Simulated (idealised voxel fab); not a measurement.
voxel transistor to metal: a process module
We display cut, a cross-section 210 nm in width whose square cells are each 5 nm.
Think of the cross-section as a grid of square cells. We describe it in bands, top to bottom, and each band covers one or more rows of those cells.
What a band's entry tells you: where the top is and where the bottom is, as heights in nm, and after that what lies inside, material by material from left to right, each with its width in nm. Empty space is written as the word "blank", and a single material marked with the word "all across" occupies the band from edge to edge.
Height datum 0, below which the as-received substrate wafer is one material. Lowest band open at the bottom, running downward: "0..down".
Top row gets the first number, bottom row gets the second, and each row in between changes by the same step: that is how a band width like "30->40" works.
A step reported as "no change" is a step in which no cell of the cross-section changed.
Reported under the label "Enclosed void entries" are the empty spaces having no open way to the top and comprising 8 cells or more; the notation for each is width x height at distance, in which the distance is measured from the left edge and all three values are in nm.
Post-settings text on a step line: simulator's own remark regarding the step.
Steps that use a mask can have "overlay nm" on their line. It says how far the mask sat to the right of where it was meant to be. Negative means to the left.
-- The following list gives the planned process steps
| 1 | RECEIVE with material Si |
| 2 | OXIDIZE with depth nm 5 |
| 3 | CONFORMAL_DEP with material SiN, thk nm 10 |
| 4 | PATTERN with tone cover, mask id ACTIVE, material resist, width nm 110, thk nm 20, overlay nm 0 |
| 5 | DIRECTIONAL_ETCH with etch materials SiN, depth nm 10 |
| 6 | DIRECTIONAL_ETCH with etch materials SiO2, depth nm 5 |
| 7 | DIRECTIONAL_ETCH with etch materials Si, depth nm 30 |
| 8 | STRIP with etch materials resist |
| 9 | OXIDIZE with depth nm 5 |
| 10 | FILL_DEP with material SiO2, thk nm 10 |
| 11 | CMP with height nm 10 |
| 12 | SELECTIVE_ETCH with etch materials SiO2, depth nm 5 |
| 13 | STRIP with etch materials SiN |
| 14 | SELECTIVE_ETCH with etch materials SiO2, depth nm 5 |
| 15 | OXIDIZE with depth nm 5 |
| 16 | DIRECTIONAL_DEP with material polySi, thk nm 20 |
| 17 | DIRECTIONAL_DEP with material SiCN, thk nm 10 |
| 18 | MASKED_ETCH with tone cover, mask id GATE, width nm 30, etch materials SiCN, depth nm 20, overlay nm 0 |
| 19 | MASKED_ETCH with tone cover, mask id GATE, width nm 30, etch materials polySi, depth nm 30, overlay nm 0 |
| 20 | CONFORMAL_DEP with material SiN, thk nm 5 |
| 21 | DIRECTIONAL_ETCH with etch materials SiN, depth nm 5 |
| 22 | DIRECTIONAL_ETCH with etch materials SiO2, depth nm 5 |
| 23 | DIRECTIONAL_ETCH with etch materials Si, depth nm 15 |
| 24 | EPI with material pSi, thk nm 20 |
| 25 | FILL_DEP with material SiO2, thk nm 10 |
| 26 | CMP with height nm 15 |
| 27 | STRIP with etch materials polySi |
| 28 | SELECTIVE_ETCH with etch materials SiO2, depth nm 5 |
| 29 | CONFORMAL_DEP with material HfO2, thk nm 5 |
| 30 | CONFORMAL_DEP with material TiN, thk nm 5 |
| 31 | FILL_DEP with material W, thk nm 10 |
| 32 | CMP with height nm 10 |
| 33 | DIRECTIONAL_DEP with material SiO2, thk nm 15 |
| 34 | MASKED_ETCH with tone open, mask id CONTACT, width nm 15, pitch nm 75, etch materials SiO2, depth nm 30, overlay nm 0 |
| 35 | CONFORMAL_DEP with material TiN, thk nm 5 |
| 36 | FILL_DEP with material Ru, thk nm 5 |
| 37 | CMP with height nm 25 |
| 38 | DIRECTIONAL_DEP with material TiN, thk nm 5 |
| 39 | DIRECTIONAL_DEP with material Ru, thk nm 20 |
| 40 | DIRECTIONAL_DEP with material aC, thk nm 15 |
| 41 | PATTERN with tone cover, mask id METAL_1, material resist, width nm 15, pitch nm 75, thk nm 35, overlay nm 0 |
| 42 | DIRECTIONAL_ETCH with etch materials aC, depth nm 15 |
| 43 | STRIP with etch materials resist |
| 44 | DIRECTIONAL_ETCH with etch materials Ru, depth nm 20 |
| 45 | DIRECTIONAL_ETCH with etch materials TiN, depth nm 5 |
| 46 | STRIP with etch materials aC |
| 47 | FILL_DEP with material lowk, thk nm 5 |
| 48 | CMP with height nm 50 |
| 49 | CONFORMAL_DEP with material SiN, thk nm 5 |
-- as received, after step 1
    0..down: Si all across
    Enclosed void entries: none
-- Wafer cross-section at module end: first of two, run to plan
    55..50: SiN all across
    50..30: lowk (60)  Ru (15)  lowk (60)  Ru (15)  lowk (60)
    30..25: lowk (60)  TiN (15)  lowk (60)  TiN (15)  lowk (60)
    25..15: SiO2 (60)  TiN (5)  Ru (5)  TiN (5)  SiO2 (60)  TiN (5)  Ru (5)  TiN (5)  SiO2 (60)
    15..10: SiO2 (60)  TiN (15)  SiO2 (60)  TiN (15)  SiO2 (60)
    10..0: SiO2 (60)  TiN (5)  pSi (20)  SiN (5)  HfO2 (5)  TiN (5)  W (10)  TiN (5)  HfO2 (5)  SiN (5)  pSi (20)  TiN (5)  SiO2 (60)
    0..-5: SiO2 (45)  SiN (5)  SiO2 (10)  TiN (5)  pSi (20)  SiN (5)  HfO2 (5)  TiN (20)  HfO2 (5)  SiN (5)  pSi (20)  TiN (5)  SiO2 (10)  SiN (5)  SiO2 (45)
    -5..-10: SiO2 (50)  pSi (35)  HfO2 (40)  pSi (35)  SiO2 (50)
    -10..-25: SiO2 (55)  pSi (30)  Si (40)  pSi (30)  SiO2 (55)
    -25..-40: SiO2 (55)  Si (100)  SiO2 (55)
    -40..down: Si all across
    Enclosed void entries: none
-- End of module, second wafer, cross-section. Started like the first, planned like the first, run with one mistake
    55..50: SiN all across
    50..30: lowk (60)  Ru (15)  lowk (60)  Ru (15)  lowk (60)
    30..25: lowk (60)  TiN (15)  lowk (60)  TiN (15)  lowk (60)
    25..15: SiO2 (60)  TiN (5)  Ru (5)  TiN (5)  SiO2 (60)  TiN (5)  Ru (5)  TiN (5)  SiO2 (60)
    15..10: SiO2 (60)  TiN (15)  SiO2 (60)  TiN (15)  SiO2 (60)
    10..0: SiO2 (60)  TiN (5)  pSi (20)  SiN (5)  HfO2 (5)  TiN (5)  W (10)  TiN (5)  HfO2 (5)  SiN (5)  pSi (20)  TiN (5)  SiO2 (60)
    0..-5: SiO2 (45)  SiN (5)  SiO2 (10)  TiN (5)  pSi (20)  SiN (5)  HfO2 (5)  TiN (20)  HfO2 (5)  SiN (5)  pSi (20)  TiN (5)  SiO2 (10)  SiN (5)  SiO2 (45)
    -5..-10: SiO2 (50)  pSi (35)  HfO2 (40)  pSi (35)  SiO2 (50)
    -10..-25: SiO2 (55)  pSi (30)  Si (40)  pSi (30)  SiO2 (55)
    -25..-70: SiO2 (55)  Si (100)  SiO2 (55)
    -70..down: Si all across
    Enclosed void entries: none
The plan and the run diverged here: it should be noted that step 7 of the plan was executed twice
Per the end-of-run cell counts, the second wafer holds more or fewer of some materials than the first: Si -132, SiO2 +132
